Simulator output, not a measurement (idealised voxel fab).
The process module that follows is named voxel gate over fins.
It is cross-section cut that appears here, measuring 150 nm in width, its square cells being 5 nm in size.
In what follows, cross-sections appear as grids of square cells, described through bands that run from the top down, where every band is one or more rows of cells.
Heads up on the band format: heights come first, top then bottom, in nm. After that it's the materials left to right, each with its width in nm. A single material flagged "throughout" fills the whole band edge to edge, and "empty" means there's empty space there.
Ref level 0: as-received wafer is one material below here. Bottom band extends down with no lower bound ("0 -> down").
The notation "30->40" denotes a width that varies across the rows of cells in the band, beginning at the first number in the top row, finishing at the second number in the bottom row, and changing by an identical amount from each row to the next.
A step reported as "no change occurred" is a step in which no cell of the cross-section changed.
This entry, "Listed closed voids", enumerates those empty regions of no fewer than 8 cells that possess no open connection to the top. Each region is reported in the form width x height at distance, the distance being taken from the left edge, with all three quantities expressed in nm.
Text after the settings on a step's line: the simulator's own remark on that step.
The line of a step may include "overlay nm". On a step with a mask, this value is how far to the right of its planned place the mask lay. A negative value means the mask lay to the left.
# List of planned process steps
1,RECEIVE, material Si
2,CONFORMAL_DEP, material SiN, thk nm 5
3,MASKED_ETCH, tone cover, mask id FINS, width nm 15, pitch nm 40, etch materials SiN, depth nm 5, overlay nm 0
4,MASKED_ETCH, tone cover, mask id FINS, width nm 15, pitch nm 40, etch materials Si, depth nm 40, overlay nm 0
5,FILL_DEP, material SiO2, thk nm 10
6,CMP, height nm 5
7,SELECTIVE_ETCH, etch materials SiO2, depth nm 15
8,STRIP, etch materials SiN
9,CONFORMAL_DEP, material HfO2, thk nm 5
10,CONFORMAL_DEP, material TiN, thk nm 5
11,FILL_DEP, material W, thk nm 15
12,CMP, height nm 20
13,CONFORMAL_DEP, material SiN, thk nm 5
# Cross-section of the wafer as it came to us, i.e., already through step 1
	0 -> down | Si throughout
	Listed closed voids: none
# First of two wafers at the end of the module, shown in cross-section; run carried out as planned
	25 -> 20 | SiN throughout
	20 -> 10 | W throughout
	10 -> 5 | W 15 | TiN 35 | W 5 | TiN 35 | W 5 | TiN 35 | W 20
	5 -> 0 | W 15 | TiN 5 | HfO2 25 | TiN 5 | W 5 | TiN 5 | HfO2 25 | TiN 5 | W 5 | TiN 5 | HfO2 25 | TiN 5 | W 20
	0 -> -5 | TiN 20 | HfO2 5 | Si 15 | HfO2 5 | TiN 15 | HfO2 5 | Si 15 | HfO2 5 | TiN 15 | HfO2 5 | Si 15 | HfO2 5 | TiN 25
	-5 -> -10 | HfO2 25 | Si 15 | HfO2 25 | Si 15 | HfO2 25 | Si 15 | HfO2 30
	-10 -> -40 | SiO2 25 | Si 15 | SiO2 25 | Si 15 | SiO2 25 | Si 15 | SiO2 30
	-40 -> down | Si throughout
	Listed closed voids: none
# Second wafer cross-section at end of module - shared start and plan with the first, one mistake in the run
	25 -> 20 | SiN throughout
	20 -> 5 | W throughout
	5 -> 0 | W 20 | TiN 25 | W 15 | TiN 25 | W 15 | TiN 25 | W 25
	0 -> -5 | W 20 | TiN 5 | Si 15 | TiN 5 | W 15 | TiN 5 | Si 15 | TiN 5 | W 15 | TiN 5 | Si 15 | TiN 5 | W 25
	-5 -> -10 | TiN 25 | Si 15 | TiN 25 | Si 15 | TiN 25 | Si 15 | TiN 30
	-10 -> -40 | SiO2 25 | Si 15 | SiO2 25 | Si 15 | SiO2 25 | Si 15 | SiO2 30
	-40 -> down | Si throughout
	Listed closed voids: none
What was the processing mistake? step 9 of the plan did not run at all; it was left out
at the end the second wafer has, in cells: HfO2: 42 fewer; W: 42 more
